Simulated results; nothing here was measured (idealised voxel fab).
Proc. module: voxel wiring stack
For reference, the cross-section in this document is cut, with width 190 nm and square cells of 5 nm.
Cross-section, as written here: a square-cell grid given band by band from the top down, where a band holds one or more rows of cells. Top, bottom (nm), then materials left to right with widths (nm); lone material tagged "full width" fills the whole band edge to edge; "air" = empty space. It should be noted that heights are counted from 0, beneath which the wafer as supplied is of one material throughout, and that the lowest band possesses no lower boundary but continues downward, as written in "0 -> down". Width "30..40": first value at the band's top row of cells, second value at its bottom row, equal change from row to row. "nothing was modified" (step): cross-section cells unchanged, all of them. In the "Fully closed voids" entry, you get each enclosed empty space of 8 cells or more, one with no open way to the top, written width x height at distance, distance from the left edge, in nm. Heads up: the bit after the settings on a step's line is the simulator's remark on that step. "overlay nm" on a masked step: distance the mask lay right of its planned place, negative for left.

LIST OF PLANNED PROCESS STEPS
1 RECEIVE [material Si]
2 CONFORMAL_DEP [material SiO2] [thk nm 10]
3 CONFORMAL_DEP [material SiCN] [thk nm 5]
4 DIRECTIONAL_DEP [material SiO2] [thk nm 25]
5 MASKED_ETCH [tone open] [mask id METAL_1] [width nm 30] [pitch nm 55] [etch materials SiO2] [depth nm 25] [overlay nm 0]
6 MASKED_ETCH [tone open] [mask id METAL_1] [width nm 30] [pitch nm 55] [etch materials SiCN] [depth nm 5] [overlay nm 0]
7 CONFORMAL_DEP [material TiN] [thk nm 5]
8 FILL_DEP [material Cu] [thk nm 10]
9 CMP [height nm 40]
10 EPI [material Ru] [thk nm 5]
11 FILL_DEP [material SiCN] [thk nm 5]
12 DIRECTIONAL_DEP [material lowk] [thk nm 10]
13 MASKED_ETCH [tone open] [mask id PLUG_1] [width nm 15] [pitch nm 55] [etch materials lowk] [depth nm 10] [overlay nm 0]
14 MASKED_ETCH [tone open] [mask id PLUG_1] [width nm 15] [pitch nm 55] [etch materials SiCN] [depth nm 5] [overlay nm 0]
15 EPI [material Ru] [thk nm 10]
16 EPI [material Ru] [thk nm 5]
17 DIRECTIONAL_DEP [material TiN] [thk nm 5]
18 DIRECTIONAL_DEP [material W] [thk nm 25]
19 PATTERN [tone cover] [mask id METAL_2] [material resist] [width nm 30] [pitch nm 55] [thk nm 20] [overlay nm 0]
20 DIRECTIONAL_ETCH [etch materials W] [depth nm 25]
21 DIRECTIONAL_ETCH [etch materials TiN] [depth nm 5]
22 STRIP [etch materials resist]
23 CONFORMAL_DEP [material SiCN] [thk nm 5]
24 FILL_DEP [material lowk] [thk nm 5]
25 CMP [height nm 90]
26 CONFORMAL_DEP [material SiCN] [thk nm 5]
27 DIRECTIONAL_DEP [material lowk] [thk nm 15]
28 DIRECTIONAL_DEP [material aC] [thk nm 15]
29 PATTERN [tone open] [mask id PLUG_2] [material resist] [width nm 15] [thk nm 30] [overlay nm 0]
30 DIRECTIONAL_ETCH [etch materials aC] [depth nm 15]
31 STRIP [etch materials resist]
32 DIRECTIONAL_ETCH [etch materials lowk] [depth nm 15]
33 DIRECTIONAL_ETCH [etch materials SiCN] [depth nm 5]
34 STRIP [etch materials aC]
35 EPI [material Ru] [thk nm 10]
36 EPI [material Ru] [thk nm 10]
37 DIRECTIONAL_DEP [material TiN] [thk nm 5]
38 DIRECTIONAL_DEP [material Ru] [thk nm 15]
39 DIRECTIONAL_DEP [material aC] [thk nm 15]
40 PATTERN [tone cover] [mask id METAL_3] [material resist] [width nm 30] [pitch nm 55] [thk nm 30] [overlay nm 0]
41 DIRECTIONAL_ETCH [etch materials aC] [depth nm 15]
42 STRIP [etch materials resist]
43 DIRECTIONAL_ETCH [etch materials Ru] [depth nm 15]
44 DIRECTIONAL_ETCH [etch materials TiN] [depth nm 5]
45 STRIP [etch materials aC]
46 CONFORMAL_DEP [material SiN] [thk nm 5]
47 FILL_DEP [material SiO2] [thk nm 10]
48 CMP [height nm 130]
49 CONFORMAL_DEP [material SiN] [thk nm 5]

RECEIVED-STATE CROSS-SECTION, REFLECTING COMPLETION OF STEP 1
- 0 -> down | Si full width
- Fully closed voids: none

SAME STARTING WAFER, SAME PLAN AS ABOVE, ONE MISTAKE IN THE EXECUTION; THIS IS THE CROSS-SECTION AT THE END OF THE MODULE
- 135 -> 130 | SiN full width
- 130 -> 115 | SiO2 45 / SiN 5 / Ru 30 / SiN 5 / SiO2 15 / SiN 5 / Ru 30 / SiN 5 / SiO2 50
- 115 -> 110 | SiN 50 / TiN 30 / SiN 25 / TiN 30 / SiN 55
- 110 -> 95 | lowk 50 / Ru 15 / lowk 125
- 95 -> 90 | SiCN 50 / Ru 15 / SiCN 125
- 90 -> 85 | lowk 45 / SiCN 5 / W 20 / SiCN 15 / lowk 15 / SiCN 5 / W 20 / SiCN 15 / lowk 50
- 85 -> 65 | lowk 45 / SiCN 5 / W 30 / SiCN 5 / lowk 15 / SiCN 5 / W 30 / SiCN 5 / lowk 50
- 65 -> 60 | lowk 40 / SiCN 10 / TiN 20 / W 10 / SiCN 5 / lowk 10 / SiCN 10 / TiN 20 / W 10 / SiCN 5 / lowk 50
- 60 -> 55 | lowk 40 / SiCN 5 / Ru 25 / TiN 10 / SiCN 10 / lowk 5 / SiCN 5 / Ru 25 / TiN 10 / SiCN 10 / lowk 45
- 55 -> 50 | SiCN 45 / lowk 5 / Ru 15 / lowk 20 / SiCN 15 / lowk 5 / Ru 15 / lowk 20 / SiCN 50
- 50 -> 40 | lowk 50..45 / Ru 15..40 / lowk 40..15 / Ru 15..40 / lowk 70..50
- 40 -> 15 | SiO2 50 / TiN 5 / Cu 20 / TiN 5 / SiO2 25 / TiN 5 / Cu 20 / TiN 5 / SiO2 55
- 15 -> 10 | SiCN 50 / TiN 30 / SiCN 25 / TiN 30 / SiCN 55
- 10 -> 0 | SiO2 full width
- 0 -> down | Si full width
- Fully closed voids: none
Against the plan, the run slipped here: step 11 of the plan was excluded from execution and never run
